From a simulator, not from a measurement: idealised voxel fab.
Module name: voxel self aligned vias (process module)
The cross-section on display is named cut; it measures 175 nm wide, and its cells are 5 nm squares.
Cross-section format: a grid of square cells, given as bands from top to bottom; each band is one or more rows of cells.
The band entry comprises the height of the band's top followed by the height of its bottom, expressed in nm, and subsequently the band's materials from left to right, each stated together with its width in nm. Where a single material is marked with the word "everywhere", that material fills the band from edge to edge. The word "air" represents empty space.
It should be noted that heights are counted from 0, beneath which the wafer as supplied is of one material throughout, and that the lowest band possesses no lower boundary but continues downward, as written in "top 0, no bottom".
Per-row width for "30 to 40": begins at first number (top row of band), ends at second number (bottom row), increment between rows held constant.
Given "no alteration" for a step, no cell of the cross-section differs between before and after that step.
"Cavities, sealed" means: voids of 8 cells or more that are shut off from the top with no open way through. Written width x height at distance, distance from the left edge, in nm.
Post-settings text on a step line: simulator's own remark regarding the step.
"overlay nm" on a masked step: distance the mask lay right of its planned place, negative for left.
**This section lists the process steps that were planned**
step 1: RECEIVE (material Si)
step 2: CONFORMAL_DEP (material SiO2; thk nm 10)
step 3: CONFORMAL_DEP (material SiCN; thk nm 5)
step 4: DIRECTIONAL_DEP (material SiO2; thk nm 25)
step 5: PATTERN (tone open; mask id LINES; material resist; width nm 30; pitch nm 65; thk nm 20; overlay nm 0)
step 6: DIRECTIONAL_ETCH (etch materials SiO2; depth nm 25)
step 7: STRIP (etch materials resist)
step 8: CONFORMAL_DEP (material TiN; thk nm 5)
step 9: FILL_DEP (material W; thk nm 10)
step 10: CMP (height nm 40)
step 11: SELECTIVE_ETCH (etch materials W Ru TiN; depth nm 10)
step 12: FILL_DEP (material SiN; thk nm 10)
step 13: CMP (height nm 40)
step 14: DIRECTIONAL_DEP (material SiO2; thk nm 15)
step 15: DIRECTIONAL_DEP (material aC; thk nm 10)
step 16: PATTERN (tone open; mask id VIAS; material resist; width nm 50; thk nm 25; overlay nm 0)
step 17: DIRECTIONAL_ETCH (etch materials aC; depth nm 10)
step 18: STRIP (etch materials resist)
step 19: DIRECTIONAL_ETCH (etch materials SiO2; depth nm 15)
step 20: DIRECTIONAL_ETCH (etch materials SiN; depth nm 10)
step 21: STRIP (etch materials aC)
step 22: CONFORMAL_DEP (material TiN; thk nm 5)
step 23: FILL_DEP (material Ru; thk nm 10)
step 24: CMP (height nm 55)
step 25: CONFORMAL_DEP (material SiN; thk nm 5)
**First wafer, two in total, run as planned**
**Cross-section of the wafer as it came to us, i.e., already through step 1**
  top 0, no bottom | Si everywhere
  Cavities, sealed: none
**How the wafer stands in section after step 2**
  top 10, bottom 0 | SiO2 everywhere
  Everything below 0 is unchanged.
**How the wafer stands in section after step 3**
  top 15, bottom 10 | SiCN everywhere
  Everything below 10 is unchanged.
**How the wafer stands in section after step 4**
  top 40, bottom 15 | SiO2 everywhere
  Everything below 15 is unchanged.
**How the wafer stands in section after step 5**
  top 60, bottom 40 | resist=40 | air=30 | resist=35 | air=30 | resist=40
  Everything below 40 is unchanged.
**How the wafer stands in section after step 6**
  top 60, bottom 40 | resist=40 | air=30 | resist=35 | air=30 | resist=40
  top 40, bottom 15 | SiO2=40 | air=30 | SiO2=35 | air=30 | SiO2=40
  Everything below 15 is unchanged.
**How the wafer stands in section after step 7**
  top 40, bottom 15 | SiO2=40 | air=30 | SiO2=35 | air=30 | SiO2=40
  Everything below 15 is unchanged.
**How the wafer stands in section after step 8**
  top 45, bottom 40 | TiN=45 | air=20 | TiN=45 | air=20 | TiN=45
  top 40, bottom 20 | SiO2=40 | TiN=5 | air=20 | TiN=5 | SiO2=35 | TiN=5 | air=20 | TiN=5 | SiO2=40
  top 20, bottom 15 | SiO2=40 | TiN=30 | SiO2=35 | TiN=30 | SiO2=40
  Everything below 15 is unchanged.
**How the wafer stands in section after step 9**
  top 55, bottom 45 | W everywhere
  top 45, bottom 40 | TiN=45 | W=20 | TiN=45 | W=20 | TiN=45
  top 40, bottom 20 | SiO2=40 | TiN=5 | W=20 | TiN=5 | SiO2=35 | TiN=5 | W=20 | TiN=5 | SiO2=40
  Everything below 20 is unchanged.
**How the wafer stands in section after step 10**
  top 40, bottom 20 | SiO2=40 | TiN=5 | W=20 | TiN=5 | SiO2=35 | TiN=5 | W=20 | TiN=5 | SiO2=40
  Everything below 20 is unchanged.
**How the wafer stands in section after step 11**
  top 40, bottom 30 | SiO2=40 | air=30 | SiO2=35 | air=30 | SiO2=40
  Everything below 30 is unchanged.
**How the wafer stands in section after step 12**
  top 50, bottom 40 | SiN everywhere
  top 40, bottom 30 | SiO2=40 | SiN=30 | SiO2=35 | SiN=30 | SiO2=40
  Everything below 30 is unchanged.
**How the wafer stands in section after step 13**
  top 40, bottom 30 | SiO2=40 | SiN=30 | SiO2=35 | SiN=30 | SiO2=40
  Everything below 30 is unchanged.
**How the wafer stands in section after step 14**
  top 55, bottom 40 | SiO2 everywhere
  Everything below 40 is unchanged.
**How the wafer stands in section after step 15**
  top 65, bottom 55 | aC everywhere
  Everything below 55 is unchanged.
**How the wafer stands in section after step 16**
  top 90, bottom 65 | resist=30 | air=50 | resist=95
  Everything below 65 is unchanged.
**How the wafer stands in section after step 17**
  top 80, bottom 65 | resist=30 | air=50 | resist=95
  top 65, bottom 55 | aC=30 | air=50 | aC=95
  Everything below 55 is unchanged.
**How the wafer stands in section after step 18**
  top 65, bottom 55 | aC=30 | air=50 | aC=95
  Everything below 55 is unchanged.
**How the wafer stands in section after step 19**
  top 65, bottom 55 | aC=30 | air=50 | aC=95
  top 55, bottom 40 | SiO2=30 | air=50 | SiO2=95
  Everything below 40 is unchanged.
**How the wafer stands in section after step 20**
  top 65, bottom 55 | aC=30 | air=50 | aC=95
  top 55, bottom 40 | SiO2=30 | air=50 | SiO2=95
  top 40, bottom 30 | SiO2=40 | air=30 | SiO2=35 | SiN=30 | SiO2=40
  Everything below 30 is unchanged.
**How the wafer stands in section after step 21**
  top 55, bottom 40 | SiO2=30 | air=50 | SiO2=95
  Everything below 40 is unchanged.
**How the wafer stands in section after step 22**
  top 60, bottom 55 | TiN=35 | air=40 | TiN=100
  top 55, bottom 45 | SiO2=30 | TiN=5 | air=40 | TiN=5 | SiO2=95
  top 45, bottom 40 | SiO2=30 | TiN=15 | air=20 | TiN=15 | SiO2=95
  top 40, bottom 35 | SiO2=40 | TiN=5 | air=20 | TiN=5 | SiO2=35 | SiN=30 | SiO2=40
  top 35, bottom 30 | SiO2=40 | TiN=30 | SiO2=35 | SiN=30 | SiO2=40
  Everything below 30 is unchanged.
**How the wafer stands in section after step 23**
  top 70, bottom 60 | Ru everywhere
  top 60, bottom 55 | TiN=35 | Ru=40 | TiN=100
  top 55, bottom 45 | SiO2=30 | TiN=5 | Ru=40 | TiN=5 | SiO2=95
  top 45, bottom 40 | SiO2=30 | TiN=15 | Ru=20 | TiN=15 | SiO2=95
  top 40, bottom 35 | SiO2=40 | TiN=5 | Ru=20 | TiN=5 | SiO2=35 | SiN=30 | SiO2=40
  Everything below 35 is unchanged.
**How the wafer stands in section after step 24**
  top 55, bottom 45 | SiO2=30 | TiN=5 | Ru=40 | TiN=5 | SiO2=95
  Everything below 45 is unchanged.
**How the wafer stands in section after step 25**
  top 60, bottom 55 | SiN everywhere
  Everything below 55 is unchanged.
**For the second wafer, take the first wafer's start and plan, then add one mistake made in running it; everything through step 15, that step included, is shared with the first**
**What the second wafer looks like in cross-section when step 16 should have wrapped up**
  top 90, bottom 65 | air=30 | resist=50 | air=95
  Everything below 65 is unchanged.
**What the second wafer looks like in cross-section when step 17 should have wrapped up**
  top 80, bottom 65 | air=30 | resist=50 | air=95
  top 65, bottom 55 | air=30 | aC=50 | air=95
  Everything below 55 is unchanged.
**What the second wafer looks like in cross-section when step 18 should have wrapped up**
  top 65, bottom 55 | air=30 | aC=50 | air=95
  Everything below 55 is unchanged.
**What the second wafer looks like in cross-section when step 19 should have wrapped up**
  top 65, bottom 55 | air=30 | aC=50 | air=95
  top 55, bottom 40 | air=30 | SiO2=50 | air=95
  Everything below 40 is unchanged.
**What the second wafer looks like in cross-section when step 20 should have wrapped up**
  top 65, bottom 55 | air=30 | aC=50 | air=95
  top 55, bottom 40 | air=30 | SiO2=50 | air=95
  top 40, bottom 30 | SiO2=40 | SiN=30 | SiO2=35 | air=30 | SiO2=40
  Everything below 30 is unchanged.
**What the second wafer looks like in cross-section when step 21 should have wrapped up**
  top 55, bottom 40 | air=30 | SiO2=50 | air=95
  Everything below 40 is unchanged.
**What the second wafer looks like in cross-section when step 22 should have wrapped up**
  top 60, bottom 55 | air=25 | TiN=60 | air=90
  top 55, bottom 45 | air=25 | TiN=5 | SiO2=50 | TiN=5 | air=90
  top 45, bottom 40 | TiN=30 | SiO2=50 | TiN=30 | air=20 | TiN=45
  top 40, bottom 35 | SiO2=40 | SiN=30 | SiO2=35 | TiN=5 | air=20 | TiN=5 | SiO2=40
  top 35, bottom 30 | SiO2=40 | SiN=30 | SiO2=35 | TiN=30 | SiO2=40
  Everything below 30 is unchanged.
**What the second wafer looks like in cross-section when step 23 should have wrapped up**
  top 70, bottom 60 | Ru everywhere
  top 60, bottom 55 | Ru=25 | TiN=60 | Ru=90
  top 55, bottom 45 | Ru=25 | TiN=5 | SiO2=50 | TiN=5 | Ru=90
  top 45, bottom 40 | TiN=30 | SiO2=50 | TiN=30 | Ru=20 | TiN=45
  top 40, bottom 35 | SiO2=40 | SiN=30 | SiO2=35 | TiN=5 | Ru=20 | TiN=5 | SiO2=40
  Everything below 35 is unchanged.
**What the second wafer looks like in cross-section when step 24 should have wrapped up**
  top 55, bottom 45 | Ru=25 | TiN=5 | SiO2=50 | TiN=5 | Ru=90
  Everything below 45 is unchanged.
**What the second wafer looks like in cross-section when step 25 should have wrapped up**
  top 60, bottom 55 | SiN everywhere
  Everything below 55 is unchanged.
It is concluded that the wafer was processed incorrectly with respect to the plan, in that step 16 went in with a setting other than planned; the actual run was PATTERN (tone cover; mask id VIAS; material resist; width nm 50; thk nm 25; overlay nm 0)
In the final state, the cell counts of the second wafer exceed or fall short of those of the first for the following materials: Ru: 30 more | SiO2: 45 fewer | TiN: 15 more
